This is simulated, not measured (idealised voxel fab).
Title: Process Module voxel double patterning
FYI the section here is cut, 220 nm wide, cells are 5 nm squares.
Each cross-section below is a grid of square cells, stated as bands in top-down order, with one or more rows of cells making up each band. Per band: top height and bottom height in nm, followed by the left-to-right materials and their widths in nm; "edge to edge" marks a single material spanning edge to edge, "blank" marks empty space. We count height from 0. Below that, the starting wafer is all one material. The lowest band never ends at the bottom but goes on down; see "z 0 and below" for how that is written. A width given as "30->40" starts at the first number in the band's top row and ends at the second number in its bottom row, shifting by an equal amount at every step from row to row. Any step labelled "left unchanged" changed none of the cells in the cross-section. Each empty space that has no open way to the top and spans at least 8 cells appears under "Closed void table" as width x height at distance, the distance counted from the left edge, all in nm. after a step's settings: what the simulator itself notes on the step. overlay nm: on a step with a mask, how far right of its planned place the mask lay; negative means left. Pairs ahead. Before: cross-section ahead of one process step. After: cross-section once the step is done, shown to the lowest changed band only. Under each pair: that step, with settings. Caution: pairs may come from different runs of this module on the same starting wafer; a pair follows the pair above only where its "Pre-step view" entry says so.
Pre-step view:
> z 20 to 5: TiN edge to edge
> z 5 to 0: SiO2 edge to edge
> z 0 and below: Si edge to edge
> Closed void table: none
Result of Step:
> z 30 to 5: TiN edge to edge
> Unchanged below 5.
> Closed void table: none
Step, pre vs post cross-sections above: DIRECTIONAL_DEP: material TiN, thk nm 10
Pre-step view: as shown after the step in the preceding pair, directly above.
Result of Step:
> z 45 to 30: resist 75 nm; blank 15 nm; resist 35 nm; blank 15 nm; resist 80 nm
> Unchanged below 30.
> Closed void table: none
Step, pre vs post cross-sections above: PATTERN: tone open, mask id FIRST, material resist, width nm 15, pitch nm 50, thk nm 15, overlay nm 0
Pre-step view: as shown after the step in the preceding pair, directly above.
Result of Step:
> z 30 to 5: TiN edge to edge
> Unchanged below 5.
> Closed void table: none
Step, pre vs post cross-sections above: STRIP: etch materials resist
Pre-step view: as shown after the step in the preceding pair, directly above.
Result of Step:
> z 40 to 30: aC edge to edge
> Unchanged below 30.
> Closed void table: none
Step, pre vs post cross-sections above: DIRECTIONAL_DEP: material aC, thk nm 10
Pre-step view: as shown after the step in the preceding pair, directly above.
Result of Step:
> z 65 to 40: resist 100 nm; blank 15 nm; resist 105 nm
> Unchanged below 40.
> Closed void table: none
Step, pre vs post cross-sections above: PATTERN: tone open, mask id SECOND, material resist, width nm 15, thk nm 25, overlay nm 0
Pre-step view: as shown after the step in the preceding pair, directly above.
Result of Step:
> z 55 to 40: resist 100 nm; blank 15 nm; resist 105 nm
> z 40 to 30: aC 100 nm; blank 15 nm; aC 105 nm
> Unchanged below 30.
> Closed void table: none
Step, pre vs post cross-sections above: DIRECTIONAL_ETCH: etch materials aC, depth nm 10
Pre-step view: as shown after the step in the preceding pair, directly above.
Result of Step:
> z 40 to 30: aC 100 nm; blank 15 nm; aC 105 nm
> Unchanged below 30.
> Closed void table: none
Step, pre vs post cross-sections above: STRIP: etch materials resist
Pre-step view: as shown after the step in the preceding pair, directly above.
Result of Step:
> z 30 to 5: TiN edge to edge
> Unchanged below 5.
> Closed void table: none
Step, pre vs post cross-sections above: STRIP: etch materials aC
Pre-step view: as shown after the step in the preceding pair, directly above.
Result of Step:
> z 15 to 5: TiN edge to edge
> Unchanged below 5.
> Closed void table: none
Step, pre vs post cross-sections above: DIRECTIONAL_ETCH: etch materials TiN, depth nm 15
Pre-step view:
> z 30 to 20: SiCN edge to edge
> z 20 to 5: TiN edge to edge
> z 5 to 0: SiO2 edge to edge
> z 0 and below: Si edge to edge
> Closed void table: none
Result of Step:
> z 45 to 30: blank 75 nm; resist 15 nm; blank 35 nm; resist 15 nm; blank 80 nm
> Unchanged below 30.
> Closed void table: none
Step, pre vs post cross-sections above: PATTERN: tone cover, mask id FIRST, material resist, width nm 15, pitch nm 50, thk nm 15, overlay nm 0
Pre-step view: as shown after the step in the preceding pair, directly above.
Result of Step:
> z 45 to 30: blank 75 nm; resist 15 nm; blank 35 nm; resist 15 nm; blank 80 nm
> z 30 to 20: blank 75 nm; SiCN 15 nm; blank 35 nm; SiCN 15 nm; blank 80 nm
> Unchanged below 20.
> Closed void table: none
Step, pre vs post cross-sections above: DIRECTIONAL_ETCH: etch materials SiCN, depth nm 10
Pre-step view: as shown after the step in the preceding pair, directly above.
Result of Step:
> z 30 to 20: blank 75 nm; SiCN 15 nm; blank 35 nm; SiCN 15 nm; blank 80 nm
> Unchanged below 20.
> Closed void table: none
Step, pre vs post cross-sections above: STRIP: etch materials resist
Pre-step view: as shown after the step in the preceding pair, directly above.
Result of Step:
> z 40 to 30: blank 75 nm; aC 15 nm; blank 35 nm; aC 15 nm; blank 80 nm
> z 30 to 20: aC 75 nm; SiCN 15 nm; aC 35 nm; SiCN 15 nm; aC 80 nm
> Unchanged below 20.
> Closed void table: none
Step, pre vs post cross-sections above: DIRECTIONAL_DEP: material aC, thk nm 10
Pre-step view: as shown after the step in the preceding pair, directly above.
Result of Step:
> z 65 to 40: resist 100 nm; blank 15 nm; resist 105 nm
> z 40 to 30: resist 75 nm; aC 15 nm; resist 10 nm; blank 15 nm; resist 10 nm; aC 15 nm; resist 80 nm
> Unchanged below 30.
> Closed void table: none
Step, pre vs post cross-sections above: PATTERN: tone open, mask id SECOND, material resist, width nm 15, thk nm 25, overlay nm 0
Pre-step view: as shown after the step in the preceding pair, directly above.
Result of Step:
> z 55 to 40: resist 100 nm; blank 15 nm; resist 105 nm
> z 40 to 30: resist 75 nm; aC 15 nm; resist 10 nm; blank 15 nm; resist 10 nm; aC 15 nm; resist 80 nm
> z 30 to 20: aC 75 nm; SiCN 15 nm; aC 10 nm; blank 15 nm; aC 10 nm; SiCN 15 nm; aC 80 nm
> Unchanged below 20.
> Closed void table: none
Step, pre vs post cross-sections above: DIRECTIONAL_ETCH: etch materials aC, depth nm 10
Pre-step view: as shown after the step in the preceding pair, directly above.
Result of Step:
> z 40 to 30: blank 75 nm; aC 15 nm; blank 35 nm; aC 15 nm; blank 80 nm
> Unchanged below 30.
> Closed void table: none
Step, pre vs post cross-sections above: STRIP: etch materials resist
Pre-step view: as shown after the step in the preceding pair, directly above.
Result of Step:
> z 30 to 20: blank 75 nm; SiCN 15 nm; blank 35 nm; SiCN 15 nm; blank 80 nm
> Unchanged below 20.
> Closed void table: none
Step, pre vs post cross-sections above: STRIP: etch materials aC
Pre-step view: as shown after the step in the preceding pair, directly above.
Result of Step:
> z 30 to 20: blank 75 nm; SiCN 15 nm; blank 35 nm; SiCN 15 nm; blank 80 nm
> z 20 to 5: blank 75 nm; TiN 15 nm; blank 35 nm; TiN 15 nm; blank 80 nm
> Unchanged below 5.
> Closed void table: none
Step, pre vs post cross-sections above: DIRECTIONAL_ETCH: etch materials TiN, depth nm 15
Pre-step view: as shown after the step in the preceding pair, directly above.
Result of Step:
> z 20 to 5: blank 75 nm; TiN 15 nm; blank 35 nm; TiN 15 nm; blank 80 nm
> Unchanged below 5.
> Closed void table: none
Step, pre vs post cross-sections above: STRIP: etch materials SiCN
